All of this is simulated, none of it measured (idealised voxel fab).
Process module, titled voxel self aligned vias
Section shown: cut. Width: 280 nm. Cell size: 5 nm, square.
A cross-section in this document is a grid of square cells, and it is written down as bands, the top band listed before the ones below it; a band is made up of one or more rows of cells. Read a band's entry like this: the first values are the height of its top and the height of its bottom in nm, and what follows is the sequence of materials from left to right, each with its width in nm. Note that "empty" is empty space, and that a single material marked "everywhere" reaches across the band from edge to edge. Heads up on the height convention: 0 is the point under which the incoming wafer is all one material, and the lowest band has no bottom, it just keeps going down, like "0..down". Top row gets the first number, bottom row gets the second, and each row in between changes by the same step: that is how a band width like "30 to 40" works. Basically "nothing different" means that step didn't change any cell in the cross-section. Look at "Closed void entries" for the closed voids: empty spaces with no open path to the top, sized 8 cells or up. Each is width x height at distance, distance from the left edge, all nm. On each step's line, the part that comes after the settings is the simulator's own comment on the step. If you see "overlay nm" on a step's line and that step has a mask, it's telling you how far right of where it was planned the mask ended up; a negative number means it went left instead.

**plan**
1. RECEIVE | material Si
2. CONFORMAL_DEP | material SiO2 | thk nm 10
3. CONFORMAL_DEP | material SiCN | thk nm 5
4. DIRECTIONAL_DEP | material lowk | thk nm 30
5. DIRECTIONAL_DEP | material aC | thk nm 15
6. PATTERN | tone open | mask id LINES | material resist | width nm 30 | pitch nm 65 | thk nm 35 | overlay nm 0
7. DIRECTIONAL_ETCH | etch materials aC | depth nm 15
8. STRIP | etch materials resist
9. DIRECTIONAL_ETCH | etch materials lowk | depth nm 30
10. STRIP | etch materials aC
11. CONFORMAL_DEP | material TiN | thk nm 5
12. FILL_DEP | material W | thk nm 10
13. CMP | height nm 45
14. SELECTIVE_ETCH | etch materials W Ru TiN | depth nm 10
15. FILL_DEP | material SiN | thk nm 5
16. CMP | height nm 45
17. DIRECTIONAL_DEP | material lowk | thk nm 20
18. MASKED_ETCH | tone open | mask id VIAS | width nm 50 | pitch nm 65 | etch materials lowk | depth nm 20 | overlay nm 0
19. MASKED_ETCH | tone open | mask id VIAS | width nm 50 | pitch nm 65 | etch materials SiN | depth nm 10 | overlay nm 0
20. CONFORMAL_DEP | material TiN | thk nm 5
21. FILL_DEP | material Ru | thk nm 10
22. CMP | height nm 65
23. CONFORMAL_DEP | material SiN | thk nm 5

**First of two wafers - as planned**

**Wafer as received: cross-section following step 1**
0..down | Si everywhere
Closed void entries: none

**Wafer section view after processing step 2**
10..0 | SiO2 everywhere
Below 0 it's all the same as before, nothing changed down there.

**Wafer section view after processing step 3**
15..10 | SiCN everywhere
Below 10 it's all the same as before, nothing changed down there.

**Wafer section view after processing step 4**
45..15 | lowk everywhere
Below 15 it's all the same as before, nothing changed down there.

**Wafer section view after processing step 5**
60..45 | aC everywhere
Below 45 it's all the same as before, nothing changed down there.

**Wafer section view after processing step 6**
95..60 | resist=60  empty=30  resist=35  empty=30  resist=35  empty=30  resist=60
Below 60 it's all the same as before, nothing changed down there.

**Wafer section view after processing step 7**
80..60 | resist=60  empty=30  resist=35  empty=30  resist=35  empty=30  resist=60
60..45 | aC=60  empty=30  aC=35  empty=30  aC=35  empty=30  aC=60
Below 45 it's all the same as before, nothing changed down there.

**Wafer section view after processing step 8**
60..45 | aC=60  empty=30  aC=35  empty=30  aC=35  empty=30  aC=60
Below 45 it's all the same as before, nothing changed down there.

**Wafer section view after processing step 9**
60..45 | aC=60  empty=30  aC=35  empty=30  aC=35  empty=30  aC=60
45..15 | lowk=60  empty=30  lowk=35  empty=30  lowk=35  empty=30  lowk=60
Below 15 it's all the same as before, nothing changed down there.

**Wafer section view after processing step 10**
45..15 | lowk=60  empty=30  lowk=35  empty=30  lowk=35  empty=30  lowk=60
Below 15 it's all the same as before, nothing changed down there.

**Wafer section view after processing step 11**
50..45 | TiN=65  empty=20  TiN=45  empty=20  TiN=45  empty=20  TiN=65
45..20 | lowk=60  TiN=5  empty=20  TiN=5  lowk=35  TiN=5  empty=20  TiN=5  lowk=35  TiN=5  empty=20  TiN=5  lowk=60
20..15 | lowk=60  TiN=30  lowk=35  TiN=30  lowk=35  TiN=30  lowk=60
Below 15 it's all the same as before, nothing changed down there.

**Wafer section view after processing step 12**
60..50 | W everywhere
50..45 | TiN=65  W=20  TiN=45  W=20  TiN=45  W=20  TiN=65
45..20 | lowk=60  TiN=5  W=20  TiN=5  lowk=35  TiN=5  W=20  TiN=5  lowk=35  TiN=5  W=20  TiN=5  lowk=60
Below 20 it's all the same as before, nothing changed down there.

**Wafer section view after processing step 13**
45..20 | lowk=60  TiN=5  W=20  TiN=5  lowk=35  TiN=5  W=20  TiN=5  lowk=35  TiN=5  W=20  TiN=5  lowk=60
Below 20 it's all the same as before, nothing changed down there.

**Wafer section view after processing step 14**
45..35 | lowk=60  empty=30  lowk=35  empty=30  lowk=35  empty=30  lowk=60
Below 35 it's all the same as before, nothing changed down there.

**Wafer section view after processing step 15**
50..45 | SiN everywhere
45..35 | lowk=60  SiN=30  lowk=35  SiN=30  lowk=35  SiN=30  lowk=60
Below 35 it's all the same as before, nothing changed down there.

**Wafer section view after processing step 16**
45..35 | lowk=60  SiN=30  lowk=35  SiN=30  lowk=35  SiN=30  lowk=60
Below 35 it's all the same as before, nothing changed down there.

**Wafer section view after processing step 17**
65..45 | lowk everywhere
Below 45 it's all the same as before, nothing changed down there.

**Wafer section view after processing step 18**
65..45 | lowk=50  empty=50  lowk=15  empty=50  lowk=15  empty=50  lowk=50
Below 45 it's all the same as before, nothing changed down there.

**Wafer section view after processing step 19**
65..45 | lowk=50  empty=50  lowk=15  empty=50  lowk=15  empty=50  lowk=50
45..35 | lowk=60  empty=30  lowk=35  empty=30  lowk=35  empty=30  lowk=60
Below 35 it's all the same as before, nothing changed down there.

**Wafer section view after processing step 20**
70..65 | TiN=55  empty=40  TiN=25  empty=40  TiN=25  empty=40  TiN=55
65..50 | lowk=50  TiN=5  empty=40  TiN=5  lowk=15  TiN=5  empty=40  TiN=5  lowk=15  TiN=5  empty=40  TiN=5  lowk=50
50..40 | lowk=50 to 60  TiN=15 to 5  empty=20  TiN=15 to 5  lowk=15 to 35  TiN=15 to 5  empty=20  TiN=15 to 5  lowk=15 to 35  TiN=15 to 5  empty=20  TiN=15 to 5  lowk=50 to 60
40..35 | lowk=60  TiN=30  lowk=35  TiN=30  lowk=35  TiN=30  lowk=60
Below 35 it's all the same as before, nothing changed down there.

**Wafer section view after processing step 21**
80..70 | Ru everywhere
70..65 | TiN=55  Ru=40  TiN=25  Ru=40  TiN=25  Ru=40  TiN=55
65..50 | lowk=50  TiN=5  Ru=40  TiN=5  lowk=15  TiN=5  Ru=40  TiN=5  lowk=15  TiN=5  Ru=40  TiN=5  lowk=50
50..40 | lowk=50 to 60  TiN=15 to 5  Ru=20  TiN=15 to 5  lowk=15 to 35  TiN=15 to 5  Ru=20  TiN=15 to 5  lowk=15 to 35  TiN=15 to 5  Ru=20  TiN=15 to 5  lowk=50 to 60
Below 40 it's all the same as before, nothing changed down there.

**Wafer section view after processing step 22**
65..50 | lowk=50  TiN=5  Ru=40  TiN=5  lowk=15  TiN=5  Ru=40  TiN=5  lowk=15  TiN=5  Ru=40  TiN=5  lowk=50
Below 50 it's all the same as before, nothing changed down there.

**Wafer section view after processing step 23**
70..65 | SiN everywhere
Below 65 it's all the same as before, nothing changed down there.

**Second wafer, same starting state and plan as the first, one mistake in the run, identical through step 2**

**Cross-section of the second wafer at the time by which step 3 should have been completed according to the plan**
40..10 | lowk everywhere
Below 10 it's all the same as before, nothing changed down there.

**Cross-section of the second wafer at the time by which step 4 should have been completed according to the plan**
45..40 | SiCN everywhere
Below 40 it's all the same as before, nothing changed down there.

**Cross-section of the second wafer at the time by which step 5 should have been completed according to the plan**
60..45 | aC everywhere
Below 45 it's all the same as before, nothing changed down there.

**Cross-section of the second wafer at the time by which step 6 should have been completed according to the plan**
95..60 | resist=60  empty=30  resist=35  empty=30  resist=35  empty=30  resist=60
Below 60 it's all the same as before, nothing changed down there.

**Cross-section of the second wafer at the time by which step 7 should have been completed according to the plan**
80..60 | resist=60  empty=30  resist=35  empty=30  resist=35  empty=30  resist=60
60..45 | aC=60  empty=30  aC=35  empty=30  aC=35  empty=30  aC=60
Below 45 it's all the same as before, nothing changed down there.

**Cross-section of the second wafer at the time by which step 8 should have been completed according to the plan**
60..45 | aC=60  empty=30  aC=35  empty=30  aC=35  empty=30  aC=60
Below 45 it's all the same as before, nothing changed down there.

Cross-section of the second wafer at the time by which step 9 should have been completed according to the plan: nothing different

**Cross-section of the second wafer at the time by which step 10 should have been completed according to the plan**
45..40 | SiCN everywhere
Below 40 it's all the same as before, nothing changed down there.

**Cross-section of the second wafer at the time by which step 11 should have been completed according to the plan**
50..45 | TiN everywhere
Below 45 it's all the same as before, nothing changed down there.

**Cross-section of the second wafer at the time by which step 12 should have been completed according to the plan**
60..50 | W everywhere
Below 50 it's all the same as before, nothing changed down there.

**Cross-section of the second wafer at the time by which step 13 should have been completed according to the plan**
45..40 | SiCN everywhere
Below 40 it's all the same as before, nothing changed down there.

Cross-section of the second wafer at the time by which step 14 should have been completed according to the plan: nothing different

**Cross-section of the second wafer at the time by which step 15 should have been completed according to the plan**
50..45 | SiN everywhere
Below 45 it's all the same as before, nothing changed down there.

**Cross-section of the second wafer at the time by which step 16 should have been completed according to the plan**
45..40 | SiCN everywhere
Below 40 it's all the same as before, nothing changed down there.

**Cross-section of the second wafer at the time by which step 17 should have been completed according to the plan**
65..45 | lowk everywhere
Below 45 it's all the same as before, nothing changed down there.

**Cross-section of the second wafer at the time by which step 18 should have been completed according to the plan**
65..45 | lowk=50  empty=50  lowk=15  empty=50  lowk=15  empty=50  lowk=50
Below 45 it's all the same as before, nothing changed down there.

Cross-section of the second wafer at the time by which step 19 should have been completed according to the plan: nothing different

**Cross-section of the second wafer at the time by which step 20 should have been completed according to the plan**
70..65 | TiN=55  empty=40  TiN=25  empty=40  TiN=25  empty=40  TiN=55
65..50 | lowk=50  TiN=5  empty=40  TiN=5  lowk=15  TiN=5  empty=40  TiN=5  lowk=15  TiN=5  empty=40  TiN=5  lowk=50
50..45 | lowk=50  TiN=50  lowk=15  TiN=50  lowk=15  TiN=50  lowk=50
Below 45 it's all the same as before, nothing changed down there.

**Cross-section of the second wafer at the time by which step 21 should have been completed according to the plan**
80..70 | Ru everywhere
70..65 | TiN=55  Ru=40  TiN=25  Ru=40  TiN=25  Ru=40  TiN=55
65..50 | lowk=50  TiN=5  Ru=40  TiN=5  lowk=15  TiN=5  Ru=40  TiN=5  lowk=15  TiN=5  Ru=40  TiN=5  lowk=50
Below 50 it's all the same as before, nothing changed down there.

**Cross-section of the second wafer at the time by which step 22 should have been completed according to the plan**
65..50 | lowk=50  TiN=5  Ru=40  TiN=5  lowk=15  TiN=5  Ru=40  TiN=5  lowk=15  TiN=5  Ru=40  TiN=5  lowk=50
Below 50 it's all the same as before, nothing changed down there.

**Cross-section of the second wafer at the time by which step 23 should have been completed according to the plan**
70..65 | SiN everywhere
Below 65 it's all the same as before, nothing changed down there.
Want to know what went wrong? a sequencing error occurred in which plan steps 3 and 4 were transposed
Wafer comparison, final, in cells, second relative to first, materials more or fewer: Ru: 24 fewer; TiN: 48 fewer; W: 36 fewer; lowk: 108 more
